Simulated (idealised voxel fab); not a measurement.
You're looking at the process module voxel self aligned vias.
Xsec cut, 250 nm wide, square cell size 5 nm.
Think of the cross-section as a grid of square cells. We describe it in bands, top to bottom, and each band covers one or more rows of those cells. The entry gives the band's vertical extent as a top height and a bottom height in nm, then its horizontal make-up as materials from left to right, each with a width in nm. "empty" stands for empty space; a single material marked "everywhere" fills the band edge to edge. Heights are expressed relative to 0, this being the level below which the as-received wafer comprises one material exclusively. The lowest band is unbounded in the downward direction and is denoted as in "0 -> down". The two numbers in a width such as "30..40" mark its ends across the band: the first belongs to the top row of cells, the second to the bottom row, and from each row to the next the width moves by the same amount. A step reported as "nothing got changed" is a step in which no cell of the cross-section changed. If an empty space has no open way to the top and is at least 8 cells in size, "Sealed-off cavities" lists it, written width x height at distance, where distance is measured from the left edge and every value is in nm. The remark found on a step's line after its settings is issued by the simulator itself and pertains to that step. overlay nm: on a step with a mask, how far right of its planned place the mask lay; negative means left.

[Steps in the process plan]
step 1: RECEIVE with material Si
step 2: CONFORMAL_DEP with material SiO2, thk nm 10
step 3: CONFORMAL_DEP with material SiCN, thk nm 5
step 4: DIRECTIONAL_DEP with material lowk, thk nm 25
step 5: PATTERN with tone open, mask id LINES, material resist, width nm 30, pitch nm 65, thk nm 15, overlay nm 0
step 6: DIRECTIONAL_ETCH with etch materials lowk, depth nm 25
step 7: STRIP with etch materials resist
step 8: CONFORMAL_DEP with material TiN, thk nm 5
step 9: FILL_DEP with material Ru, thk nm 10
step 10: CMP with height nm 40
step 11: SELECTIVE_ETCH with etch materials W Ru TiN, depth nm 10
step 12: FILL_DEP with material SiN, thk nm 10
step 13: CMP with height nm 40
step 14: DIRECTIONAL_DEP with material lowk, thk nm 15
step 15: PATTERN with tone open, mask id VIAS, material resist, width nm 50, pitch nm 65, thk nm 20, overlay nm 0
step 16: DIRECTIONAL_ETCH with etch materials lowk, depth nm 15
step 17: DIRECTIONAL_ETCH with etch materials SiN, depth nm 10
step 18: STRIP with etch materials resist
step 19: CONFORMAL_DEP with material TiN, thk nm 5
step 20: FILL_DEP with material W, thk nm 5
step 21: CMP with height nm 55
step 22: CONFORMAL_DEP with material SiN, thk nm 5

[Run as planned: first of two wafers]

[Shown in cross-section is the wafer as received, that is, as it stands after step 1]
0 -> down  Si everywhere
Sealed-off cavities: none

[Once step 2 is through, the wafer looks like this in cross-section]
10 -> 0  SiO2 everywhere
Below 0 it's all the same as before, nothing changed down there.

[Once step 3 is through, the wafer looks like this in cross-section]
15 -> 10  SiCN everywhere
Below 10 it's all the same as before, nothing changed down there.

[Once step 4 is through, the wafer looks like this in cross-section]
40 -> 15  lowk everywhere
Below 15 it's all the same as before, nothing changed down there.

[Once step 5 is through, the wafer looks like this in cross-section]
55 -> 40  45 nm resist; 30 nm empty; 35 nm resist; 30 nm empty; 35 nm resist; 30 nm empty; 45 nm resist
Below 40 it's all the same as before, nothing changed down there.

[Once step 6 is through, the wafer looks like this in cross-section]
55 -> 40  45 nm resist; 30 nm empty; 35 nm resist; 30 nm empty; 35 nm resist; 30 nm empty; 45 nm resist
40 -> 15  45 nm lowk; 30 nm empty; 35 nm lowk; 30 nm empty; 35 nm lowk; 30 nm empty; 45 nm lowk
Below 15 it's all the same as before, nothing changed down there.

[Once step 7 is through, the wafer looks like this in cross-section]
40 -> 15  45 nm lowk; 30 nm empty; 35 nm lowk; 30 nm empty; 35 nm lowk; 30 nm empty; 45 nm lowk
Below 15 it's all the same as before, nothing changed down there.

[Once step 8 is through, the wafer looks like this in cross-section]
45 -> 40  50 nm TiN; 20 nm empty; 45 nm TiN; 20 nm empty; 45 nm TiN; 20 nm empty; 50 nm TiN
40 -> 20  45 nm lowk; 5 nm TiN; 20 nm empty; 5 nm TiN; 35 nm lowk; 5 nm TiN; 20 nm empty; 5 nm TiN; 35 nm lowk; 5 nm TiN; 20 nm empty; 5 nm TiN; 45 nm lowk
20 -> 15  45 nm lowk; 30 nm TiN; 35 nm lowk; 30 nm TiN; 35 nm lowk; 30 nm TiN; 45 nm lowk
Below 15 it's all the same as before, nothing changed down there.

[Once step 9 is through, the wafer looks like this in cross-section]
55 -> 45  Ru everywhere
45 -> 40  50 nm TiN; 20 nm Ru; 45 nm TiN; 20 nm Ru; 45 nm TiN; 20 nm Ru; 50 nm TiN
40 -> 20  45 nm lowk; 5 nm TiN; 20 nm Ru; 5 nm TiN; 35 nm lowk; 5 nm TiN; 20 nm Ru; 5 nm TiN; 35 nm lowk; 5 nm TiN; 20 nm Ru; 5 nm TiN; 45 nm lowk
Below 20 it's all the same as before, nothing changed down there.

[Once step 10 is through, the wafer looks like this in cross-section]
40 -> 20  45 nm lowk; 5 nm TiN; 20 nm Ru; 5 nm TiN; 35 nm lowk; 5 nm TiN; 20 nm Ru; 5 nm TiN; 35 nm lowk; 5 nm TiN; 20 nm Ru; 5 nm TiN; 45 nm lowk
Below 20 it's all the same as before, nothing changed down there.

[Once step 11 is through, the wafer looks like this in cross-section]
40 -> 30  45 nm lowk; 30 nm empty; 35 nm lowk; 30 nm empty; 35 nm lowk; 30 nm empty; 45 nm lowk
Below 30 it's all the same as before, nothing changed down there.

[Once step 12 is through, the wafer looks like this in cross-section]
50 -> 40  SiN everywhere
40 -> 30  45 nm lowk; 30 nm SiN; 35 nm lowk; 30 nm SiN; 35 nm lowk; 30 nm SiN; 45 nm lowk
Below 30 it's all the same as before, nothing changed down there.

[Once step 13 is through, the wafer looks like this in cross-section]
40 -> 30  45 nm lowk; 30 nm SiN; 35 nm lowk; 30 nm SiN; 35 nm lowk; 30 nm SiN; 45 nm lowk
Below 30 it's all the same as before, nothing changed down there.

[Once step 14 is through, the wafer looks like this in cross-section]
55 -> 40  lowk everywhere
Below 40 it's all the same as before, nothing changed down there.

[Once step 15 is through, the wafer looks like this in cross-section]
75 -> 55  35 nm resist; 50 nm empty; 15 nm resist; 50 nm empty; 15 nm resist; 50 nm empty; 35 nm resist
Below 55 it's all the same as before, nothing changed down there.

[Once step 16 is through, the wafer looks like this in cross-section]
75 -> 55  35 nm resist; 50 nm empty; 15 nm resist; 50 nm empty; 15 nm resist; 50 nm empty; 35 nm resist
55 -> 40  35 nm lowk; 50 nm empty; 15 nm lowk; 50 nm empty; 15 nm lowk; 50 nm empty; 35 nm lowk
Below 40 it's all the same as before, nothing changed down there.

[Once step 17 is through, the wafer looks like this in cross-section]
75 -> 55  35 nm resist; 50 nm empty; 15 nm resist; 50 nm empty; 15 nm resist; 50 nm empty; 35 nm resist
55 -> 40  35 nm lowk; 50 nm empty; 15 nm lowk; 50 nm empty; 15 nm lowk; 50 nm empty; 35 nm lowk
40 -> 30  45 nm lowk; 30 nm empty; 35 nm lowk; 30 nm empty; 35 nm lowk; 30 nm empty; 45 nm lowk
Below 30 it's all the same as before, nothing changed down there.

[Once step 18 is through, the wafer looks like this in cross-section]
55 -> 40  35 nm lowk; 50 nm empty; 15 nm lowk; 50 nm empty; 15 nm lowk; 50 nm empty; 35 nm lowk
Below 40 it's all the same as before, nothing changed down there.

[Once step 19 is through, the wafer looks like this in cross-section]
60 -> 55  40 nm TiN; 40 nm empty; 25 nm TiN; 40 nm empty; 25 nm TiN; 40 nm empty; 40 nm TiN
55 -> 45  35 nm lowk; 5 nm TiN; 40 nm empty; 5 nm TiN; 15 nm lowk; 5 nm TiN; 40 nm empty; 5 nm TiN; 15 nm lowk; 5 nm TiN; 40 nm empty; 5 nm TiN; 35 nm lowk
45 -> 35  35..45 nm lowk; 15..5 nm TiN; 20 nm empty; 15..5 nm TiN; 15..35 nm lowk; 15..5 nm TiN; 20 nm empty; 15..5 nm TiN; 15..35 nm lowk; 15..5 nm TiN; 20 nm empty; 15..5 nm TiN; 35..45 nm lowk
35 -> 30  45 nm lowk; 30 nm TiN; 35 nm lowk; 30 nm TiN; 35 nm lowk; 30 nm TiN; 45 nm lowk
Below 30 it's all the same as before, nothing changed down there.

[Once step 20 is through, the wafer looks like this in cross-section]
65 -> 60  W everywhere
60 -> 55  40 nm TiN; 40 nm W; 25 nm TiN; 40 nm W; 25 nm TiN; 40 nm W; 40 nm TiN
55 -> 45  35 nm lowk; 5 nm TiN; 40 nm W; 5 nm TiN; 15 nm lowk; 5 nm TiN; 40 nm W; 5 nm TiN; 15 nm lowk; 5 nm TiN; 40 nm W; 5 nm TiN; 35 nm lowk
45 -> 35  35..45 nm lowk; 15..5 nm TiN; 20 nm W; 15..5 nm TiN; 15..35 nm lowk; 15..5 nm TiN; 20 nm W; 15..5 nm TiN; 15..35 nm lowk; 15..5 nm TiN; 20 nm W; 15..5 nm TiN; 35..45 nm lowk
Below 35 it's all the same as before, nothing changed down there.

[Once step 21 is through, the wafer looks like this in cross-section]
55 -> 45  35 nm lowk; 5 nm TiN; 40 nm W; 5 nm TiN; 15 nm lowk; 5 nm TiN; 40 nm W; 5 nm TiN; 15 nm lowk; 5 nm TiN; 40 nm W; 5 nm TiN; 35 nm lowk
Below 45 it's all the same as before, nothing changed down there.

[Once step 22 is through, the wafer looks like this in cross-section]
60 -> 55  SiN everywhere
Below 55 it's all the same as before, nothing changed down there.

[The second wafer was prepared from the same starting point and under the same plan as the first; its processing contained one mistake, and it remains indistinguishable from the first wafer up to and including step 4]

[Second wafer, sectioned view, at step 5's planned end time]
55 -> 40  35 nm resist; 30 nm empty; 35 nm resist; 30 nm empty; 35 nm resist; 30 nm empty; 55 nm resist
Below 40 it's all the same as before, nothing changed down there.

[Second wafer, sectioned view, at step 6's planned end time]
55 -> 40  35 nm resist; 30 nm empty; 35 nm resist; 30 nm empty; 35 nm resist; 30 nm empty; 55 nm resist
40 -> 15  35 nm lowk; 30 nm empty; 35 nm lowk; 30 nm empty; 35 nm lowk; 30 nm empty; 55 nm lowk
Below 15 it's all the same as before, nothing changed down there.

[Second wafer, sectioned view, at step 7's planned end time]
40 -> 15  35 nm lowk; 30 nm empty; 35 nm lowk; 30 nm empty; 35 nm lowk; 30 nm empty; 55 nm lowk
Below 15 it's all the same as before, nothing changed down there.

[Second wafer, sectioned view, at step 8's planned end time]
45 -> 40  40 nm TiN; 20 nm empty; 45 nm TiN; 20 nm empty; 45 nm TiN; 20 nm empty; 60 nm TiN
40 -> 20  35 nm lowk; 5 nm TiN; 20 nm empty; 5 nm TiN; 35 nm lowk; 5 nm TiN; 20 nm empty; 5 nm TiN; 35 nm lowk; 5 nm TiN; 20 nm empty; 5 nm TiN; 55 nm lowk
20 -> 15  35 nm lowk; 30 nm TiN; 35 nm lowk; 30 nm TiN; 35 nm lowk; 30 nm TiN; 55 nm lowk
Below 15 it's all the same as before, nothing changed down there.

[Second wafer, sectioned view, at step 9's planned end time]
55 -> 45  Ru everywhere
45 -> 40  40 nm TiN; 20 nm Ru; 45 nm TiN; 20 nm Ru; 45 nm TiN; 20 nm Ru; 60 nm TiN
40 -> 20  35 nm lowk; 5 nm TiN; 20 nm Ru; 5 nm TiN; 35 nm lowk; 5 nm TiN; 20 nm Ru; 5 nm TiN; 35 nm lowk; 5 nm TiN; 20 nm Ru; 5 nm TiN; 55 nm lowk
Below 20 it's all the same as before, nothing changed down there.

[Second wafer, sectioned view, at step 10's planned end time]
40 -> 20  35 nm lowk; 5 nm TiN; 20 nm Ru; 5 nm TiN; 35 nm lowk; 5 nm TiN; 20 nm Ru; 5 nm TiN; 35 nm lowk; 5 nm TiN; 20 nm Ru; 5 nm TiN; 55 nm lowk
Below 20 it's all the same as before, nothing changed down there.

[Second wafer, sectioned view, at step 11's planned end time]
40 -> 30  35 nm lowk; 30 nm empty; 35 nm lowk; 30 nm empty; 35 nm lowk; 30 nm empty; 55 nm lowk
Below 30 it's all the same as before, nothing changed down there.

[Second wafer, sectioned view, at step 12's planned end time]
50 -> 40  SiN everywhere
40 -> 30  35 nm lowk; 30 nm SiN; 35 nm lowk; 30 nm SiN; 35 nm lowk; 30 nm SiN; 55 nm lowk
Below 30 it's all the same as before, nothing changed down there.

[Second wafer, sectioned view, at step 13's planned end time]
40 -> 30  35 nm lowk; 30 nm SiN; 35 nm lowk; 30 nm SiN; 35 nm lowk; 30 nm SiN; 55 nm lowk
Below 30 it's all the same as before, nothing changed down there.

[Second wafer, sectioned view, at step 14's planned end time]
55 -> 40  lowk everywhere
Below 40 it's all the same as before, nothing changed down there.

[Second wafer, sectioned view, at step 15's planned end time]
75 -> 55  35 nm resist; 50 nm empty; 15 nm resist; 50 nm empty; 15 nm resist; 50 nm empty; 35 nm resist
Below 55 it's all the same as before, nothing changed down there.

[Second wafer, sectioned view, at step 16's planned end time]
75 -> 55  35 nm resist; 50 nm empty; 15 nm resist; 50 nm empty; 15 nm resist; 50 nm empty; 35 nm resist
55 -> 40  35 nm lowk; 50 nm empty; 15 nm lowk; 50 nm empty; 15 nm lowk; 50 nm empty; 35 nm lowk
Below 40 it's all the same as before, nothing changed down there.

[Second wafer, sectioned view, at step 17's planned end time]
75 -> 55  35 nm resist; 50 nm empty; 15 nm resist; 50 nm empty; 15 nm resist; 50 nm empty; 35 nm resist
55 -> 40  35 nm lowk; 50 nm empty; 15 nm lowk; 50 nm empty; 15 nm lowk; 50 nm empty; 35 nm lowk
40 -> 30  35 nm lowk; 30 nm empty; 35 nm lowk; 30 nm empty; 35 nm lowk; 30 nm empty; 55 nm lowk
Below 30 it's all the same as before, nothing changed down there.

[Second wafer, sectioned view, at step 18's planned end time]
55 -> 40  35 nm lowk; 50 nm empty; 15 nm lowk; 50 nm empty; 15 nm lowk; 50 nm empty; 35 nm lowk
Below 40 it's all the same as before, nothing changed down there.

[Second wafer, sectioned view, at step 19's planned end time]
60 -> 55  40 nm TiN; 40 nm empty; 25 nm TiN; 40 nm empty; 25 nm TiN; 40 nm empty; 40 nm TiN
55 -> 45  35 nm lowk; 5 nm TiN; 40 nm empty; 5 nm TiN; 15 nm lowk; 5 nm TiN; 40 nm empty; 5 nm TiN; 15 nm lowk; 5 nm TiN; 40 nm empty; 5 nm TiN; 35 nm lowk
45 -> 35  35 nm lowk; 5 nm TiN; 20 nm empty; 25..5 nm TiN; 15..35 nm lowk; 5 nm TiN; 20 nm empty; 25..5 nm TiN; 15..35 nm lowk; 5 nm TiN; 20 nm empty; 25..5 nm TiN; 35..55 nm lowk
35 -> 30  35 nm lowk; 30 nm TiN; 35 nm lowk; 30 nm TiN; 35 nm lowk; 30 nm TiN; 55 nm lowk
Below 30 it's all the same as before, nothing changed down there.

[Second wafer, sectioned view, at step 20's planned end time]
65 -> 60  W everywhere
60 -> 55  40 nm TiN; 40 nm W; 25 nm TiN; 40 nm W; 25 nm TiN; 40 nm W; 40 nm TiN
55 -> 45  35 nm lowk; 5 nm TiN; 40 nm W; 5 nm TiN; 15 nm lowk; 5 nm TiN; 40 nm W; 5 nm TiN; 15 nm lowk; 5 nm TiN; 40 nm W; 5 nm TiN; 35 nm lowk
45 -> 35  35 nm lowk; 5 nm TiN; 20 nm W; 25..5 nm TiN; 15..35 nm lowk; 5 nm TiN; 20 nm W; 25..5 nm TiN; 15..35 nm lowk; 5 nm TiN; 20 nm W; 25..5 nm TiN; 35..55 nm lowk
Below 35 it's all the same as before, nothing changed down there.

[Second wafer, sectioned view, at step 21's planned end time]
55 -> 45  35 nm lowk; 5 nm TiN; 40 nm W; 5 nm TiN; 15 nm lowk; 5 nm TiN; 40 nm W; 5 nm TiN; 15 nm lowk; 5 nm TiN; 40 nm W; 5 nm TiN; 35 nm lowk
Below 45 it's all the same as before, nothing changed down there.

[Second wafer, sectioned view, at step 22's planned end time]
60 -> 55  SiN everywhere
Below 55 it's all the same as before, nothing changed down there.
The plan and the run diverged here: step 5 did not use the planned setting and instead ran as PATTERN with tone open, mask id LINES, material resist, width nm 30, pitch nm 65, thk nm 15, overlay nm -10
At the end, the second wafer has the same number of cells of each material as the first, but those cells sit in other places.
